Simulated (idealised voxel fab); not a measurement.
Process module under the name voxel wiring stack
Cross-sectional view cut (width: 220 nm; square cell size: 5 nm).
A cross-section is a grid of square cells, given in bands from the top down. A band is one or more rows of cells. Band entry format. Leading values: height of top, height of bottom, nm. Remainder: materials in left-to-right order, each with its width in nm. Special words: "edge to edge" on a single material, which then fills the band edge to edge; "blank", empty space. Heights from 0 (as-received wafer is one material below). Bottom band endless downward, as "0 -> down". The notation "30->40" denotes a width that varies across the rows of cells in the band, beginning at the first number in the top row, finishing at the second number in the bottom row, and changing by an identical amount from each row to the next. Basically "remains unaltered" means that step didn't change any cell in the cross-section. Closed-off voids of 8+ cells (no open route to the top) go in "Enclosed cavities", written width x height at distance from the left edge, in nm. Anything after a step's settings on that line? It's the simulator's own note about the step. You can add "overlay nm" to a step's line. For a step with a mask, it describes how far the mask lay to the right of its planned position, and a negative number describes a lay to the left.

Set out below are the planned steps of the process:
1) RECEIVE, material Si
2) CONFORMAL_DEP, material SiO2, thk nm 10
3) DIRECTIONAL_DEP, material TiN, thk nm 5
4) DIRECTIONAL_DEP, material Ru, thk nm 20
5) DIRECTIONAL_DEP, material aC, thk nm 15
6) PATTERN, tone cover, mask id METAL_1, material resist, width nm 20, pitch nm 45, thk nm 35, overlay nm 0
7) DIRECTIONAL_ETCH, etch materials aC, depth nm 15
8) STRIP, etch materials resist
9) DIRECTIONAL_ETCH, etch materials Ru, depth nm 20
10) DIRECTIONAL_ETCH, etch materials TiN, depth nm 5
11) STRIP, etch materials aC
12) CONFORMAL_DEP, material SiCN, thk nm 5
13) FILL_DEP, material lowk, thk nm 5
14) CMP, height nm 35
15) CONFORMAL_DEP, material SiCN, thk nm 5
16) DIRECTIONAL_DEP, material lowk, thk nm 15
17) DIRECTIONAL_DEP, material aC, thk nm 10
18) PATTERN, tone open, mask id PLUG_1, material resist, width nm 15, pitch nm 45, thk nm 25, overlay nm 0
19) DIRECTIONAL_ETCH, etch materials aC, depth nm 10
20) STRIP, etch materials resist
21) DIRECTIONAL_ETCH, etch materials lowk, depth nm 15
22) DIRECTIONAL_ETCH, etch materials SiCN, depth nm 5
23) STRIP, etch materials aC
24) EPI, material Ru, thk nm 10
25) EPI, material Ru, thk nm 10
26) DIRECTIONAL_DEP, material TiN, thk nm 5
27) DIRECTIONAL_DEP, material W, thk nm 25
28) DIRECTIONAL_DEP, material aC, thk nm 15
29) PATTERN, tone cover, mask id METAL_2, material resist, width nm 20, pitch nm 45, thk nm 30, overlay nm 0
30) DIRECTIONAL_ETCH, etch materials aC, depth nm 15
31) STRIP, etch materials resist
32) DIRECTIONAL_ETCH, etch materials W, depth nm 25
33) DIRECTIONAL_ETCH, etch materials TiN, depth nm 5
34) STRIP, etch materials aC
35) FILL_DEP, material lowk, thk nm 10
36) CMP, height nm 85
37) CONFORMAL_DEP, material SiCN, thk nm 5
38) DIRECTIONAL_DEP, material lowk, thk nm 30
39) PATTERN, tone open, mask id METAL_3, material resist, width nm 20, pitch nm 45, thk nm 20, overlay nm 0
40) DIRECTIONAL_ETCH, etch materials lowk, depth nm 15
41) STRIP, etch materials resist
42) MASKED_ETCH, tone open, mask id METAL_3_HOLES, width nm 15, pitch nm 45, etch materials lowk, depth nm 15, overlay nm 0
43) MASKED_ETCH, tone open, mask id METAL_3_HOLES, width nm 15, pitch nm 45, etch materials SiCN, depth nm 5, overlay nm 0
44) CONFORMAL_DEP, material TiN, thk nm 5
45) FILL_DEP, material Cu, thk nm 5
46) CMP, height nm 120
47) CONFORMAL_DEP, material SiN, thk nm 5

The cross-section here shows the wafer as received, i.e. in its state after step 1:
  0 -> down = Si edge to edge
  Enclosed cavities: none

This is how the wafer looks in cross-section once the module is done, given the starting state and plan above and one mistake in carrying the plan out:
  125 -> 120 = SiN edge to edge
  120 -> 110 = lowk: 75, then TiN: 5, then Cu: 10, then TiN: 5, then lowk: 25, then TiN: 5, then Cu: 10, then TiN: 5, then lowk: 80
  110 -> 105 = lowk: 75, then TiN: 5, then Cu: 5, then TiN: 10, then lowk: 25, then TiN: 5, then Cu: 5, then TiN: 10, then lowk: 80
  105 -> 90 = lowk: 75, then TiN: 5, then Cu: 5, then TiN: 5, then lowk: 30, then TiN: 5, then Cu: 5, then TiN: 5, then lowk: 85
  90 -> 85 = SiCN: 75, then TiN: 15, then SiCN: 30, then TiN: 15, then SiCN: 85
  85 -> 60 = W: 75, then lowk: 20, then W: 25, then lowk: 20, then W: 80
  60 -> 55 = TiN: 75, then lowk: 20, then TiN: 25, then lowk: 20, then TiN: 80
  55 -> 40 = lowk: 75, then Ru: 15, then lowk: 30, then Ru: 15, then lowk: 85
  40 -> 35 = SiCN: 75, then Ru: 15, then SiCN: 30, then Ru: 15, then SiCN: 85
  35 -> 15 = lowk: 70, then SiCN: 5, then Ru: 20, then SiCN: 5, then lowk: 15, then SiCN: 5, then Ru: 20, then SiCN: 5, then lowk: 75
  15 -> 10 = SiCN: 75, then TiN: 20, then SiCN: 25, then TiN: 20, then SiCN: 80
  10 -> 0 = SiO2 edge to edge
  0 -> down = Si edge to edge
  Enclosed cavities: none
The mistake made against the process plan was this: step 29 ran as: PATTERN, tone open, mask id METAL_2, material resist, width nm 20, pitch nm 45, thk nm 30, overlay nm 0
